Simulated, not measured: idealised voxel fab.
The following process module bears the name voxel ribs on slabs.
Square cell edge 5 nm, section width 220 nm, ID cut.
Cross-sections here: square-cell grids, written as top-down lists of bands, a band being one or more rows of cells. First you get the band's top height and its bottom height, in nm, and then the materials it's made of, left to right, with each width in nm. If you see a single material with "throughout", that one covers the band edge to edge. "air" is empty space. Ref level 0: as-received wafer is one material below here. Bottom band extends down with no lower bound ("top 0, no bottom"). The notation "30 to 40" denotes a width that varies across the rows of cells in the band, beginning at the first number in the top row, finishing at the second number in the bottom row, and changing by an identical amount from each row to the next. When a step is marked "remains unaltered", none of the cells in the cross-section changed during that step. You'll see "Unvented internal voids" listing empty spaces that have no way open to the top, as long as they're 8 cells or more; the notation is width x height at distance, where the distance is from the left edge, and all of it is in nm. after a step's settings: what the simulator itself notes on the step. The line of a step may include "overlay nm". On a step with a mask, this value is how far to the right of its planned place the mask lay. A negative value means the mask lay to the left.

PLANNED STEP LIST FOR THE PROCESS
| 1 | RECEIVE (material Si) |
| 2 | DIRECTIONAL_DEP (material SiO2; thk nm 30) |
| 3 | DIRECTIONAL_DEP (material polySi; thk nm 15) |
| 4 | MASKED_ETCH (tone cover; mask id RIB; width nm 15; etch materials polySi; depth nm 10; overlay nm 0) |
| 5 | MASKED_ETCH (tone cover; mask id SLAB; width nm 65; etch materials polySi; depth nm 5; overlay nm 0) |
| 6 | FILL_DEP (material SiO2; thk nm 25) |
| 7 | CMP (height nm 65) |
| 8 | DIRECTIONAL_DEP (material TiN; thk nm 10) |
| 9 | PATTERN (tone cover; mask id HEATER; material resist; width nm 25; thk nm 20; overlay nm 0) |
| 10 | DIRECTIONAL_ETCH (etch materials TiN; depth nm 10) |
| 11 | STRIP (etch materials resist) |
| 12 | CONFORMAL_DEP (material SiO2; thk nm 5) |

FIRST OF TWO WAFERS, WITH THE RUN CARRIED OUT AS PLANNED

SHOWN IN CROSS-SECTION IS THE WAFER AS RECEIVED, THAT IS, AS IT STANDS AFTER STEP 1
> top 0, no bottom  Si throughout
> Unvented internal voids: none

UPON COMPLETION OF STEP 2, THE WAFER APPEARS IN CROSS-SECTION AS SHOWN
> top 30, bottom 0  SiO2 throughout
> Below 0, no change.

UPON COMPLETION OF STEP 3, THE WAFER APPEARS IN CROSS-SECTION AS SHOWN
> top 45, bottom 30  polySi throughout
> Below 30, no change.

UPON COMPLETION OF STEP 4, THE WAFER APPEARS IN CROSS-SECTION AS SHOWN
> top 45, bottom 35  100 nm air | 15 nm polySi | 105 nm air
> Below 35, no change.

UPON COMPLETION OF STEP 5, THE WAFER APPEARS IN CROSS-SECTION AS SHOWN
> top 45, bottom 35  100 nm air | 15 nm polySi | 105 nm air
> top 35, bottom 30  75 nm air | 65 nm polySi | 80 nm air
> Below 30, no change.

UPON COMPLETION OF STEP 6, THE WAFER APPEARS IN CROSS-SECTION AS SHOWN
> top 70, bottom 45  SiO2 throughout
> top 45, bottom 35  100 nm SiO2 | 15 nm polySi | 105 nm SiO2
> top 35, bottom 30  75 nm SiO2 | 65 nm polySi | 80 nm SiO2
> Below 30, no change.

UPON COMPLETION OF STEP 7, THE WAFER APPEARS IN CROSS-SECTION AS SHOWN
> top 65, bottom 45  SiO2 throughout
> Below 45, no change.

UPON COMPLETION OF STEP 8, THE WAFER APPEARS IN CROSS-SECTION AS SHOWN
> top 75, bottom 65  TiN throughout
> Below 65, no change.

UPON COMPLETION OF STEP 9, THE WAFER APPEARS IN CROSS-SECTION AS SHOWN
> top 95, bottom 75  95 nm air | 25 nm resist | 100 nm air
> Below 75, no change.

UPON COMPLETION OF STEP 10, THE WAFER APPEARS IN CROSS-SECTION AS SHOWN
> top 95, bottom 75  95 nm air | 25 nm resist | 100 nm air
> top 75, bottom 65  95 nm air | 25 nm TiN | 100 nm air
> Below 65, no change.

UPON COMPLETION OF STEP 11, THE WAFER APPEARS IN CROSS-SECTION AS SHOWN
> top 75, bottom 65  95 nm air | 25 nm TiN | 100 nm air
> Below 65, no change.

UPON COMPLETION OF STEP 12, THE WAFER APPEARS IN CROSS-SECTION AS SHOWN
> top 80, bottom 75  90 nm air | 35 nm SiO2 | 95 nm air
> top 75, bottom 70  90 nm air | 5 nm SiO2 | 25 nm TiN | 5 nm SiO2 | 95 nm air
> top 70, bottom 65  95 nm SiO2 | 25 nm TiN | 100 nm SiO2
> Below 65, no change.

THE REMAINING WAFER, SECOND OF THE TWO, STARTED LIKE THE FIRST AND WAS RUN TO THE SAME PLAN, EXCEPT THAT ONE MISTAKE WAS MADE ALONG THE WAY; THE TWO COINCIDE THROUGH STEP 11, INCLUSIVE

X-section, second wafer, when step 12 was due to finish: remains unaltered
Want to know what went wrong? the run left out plan step 12 entirely, so it was never executed
Wafer comparison, final, in cells, second relative to first, materials more or fewer: SiO2: 48 fewer
